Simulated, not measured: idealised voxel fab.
process module | voxel double patterning
cross-section cut | 180 nm wide | cells 5 nm
A cross-section is a grid of square cells, given in bands from the top down. A band is one or more rows of cells.
Each band's line starts with the height of the band's top and of its bottom, in nm. Then come its materials from left to right, each with its width in nm. One material with "throughout" fills the band from edge to edge. "air" is empty space.
Height 0 is the level under which the wafer as received is all one material. The lowest band goes on downwards, as in "0 down".
A width such as "30 to 40" changes by the same amount from each row of cells to the next, from the band's top row to its bottom row.
"no change" after a step means that no cell of the cross-section changed.
closed voids: empty space of 8 cells or more with no open way to the top, each as width x height at its distance from the left edge, in nm
after a step's settings: what the simulator itself notes on the step
overlay nm, on a step with a mask: how far to the right of its planned place the mask lay; to the left if negative
plan
1 op RECEIVE | material Si
2 op CONFORMAL_DEP | material SiO2 | thk nm 10
3 op DIRECTIONAL_DEP | material polySi | thk nm 10
4 op DIRECTIONAL_DEP | material SiN | thk nm 10
5 op MASKED_ETCH | tone open | mask id FIRST | width nm 15 | pitch nm 50 | etch materials SiN | depth nm 10 | overlay nm 0
6 op DIRECTIONAL_DEP | material aC | thk nm 15
7 op PATTERN | tone open | mask id SECOND | material resist | width nm 15 | thk nm 35 | overlay nm 0
8 op DIRECTIONAL_ETCH | etch materials aC | depth nm 15
9 op STRIP | etch materials resist
10 op DIRECTIONAL_ETCH | etch materials SiN | depth nm 10
11 op STRIP | etch materials aC
12 op DIRECTIONAL_ETCH | etch materials polySi | depth nm 10
13 op STRIP | etch materials SiN
varied across the wafers: width nm of step 7. The plan shows the first wafer's value. All wafers start alike
first wafer as received, after step 1
  0 down: Si throughout
  closed voids: none
first wafer at the end, after step 13
  20 to 10: polySi 55 | air 15 | polySi 10 | air 15 | polySi 10 | air 15 | polySi 60
  10 to 0: SiO2 throughout
  0 down: Si throughout
  closed voids: none
last wafer at the end
  20 to 10: polySi 55 | air 15 | polySi 5 | air 45 | polySi 60
  10 to 0: SiO2 throughout
  0 down: Si throughout
  closed voids: none
each wafer at the end: cells of each material gained (+) or lost (-) since it was received, then its closed voids
width nm 15 | +72 SiO2 | +54 polySi | closed voids: none
width nm 20 | +72 SiO2 | +52 polySi | closed voids: none
width nm 25 | +72 SiO2 | +50 polySi | closed voids: none
width nm 30 | +72 SiO2 | +48 polySi | closed voids: none
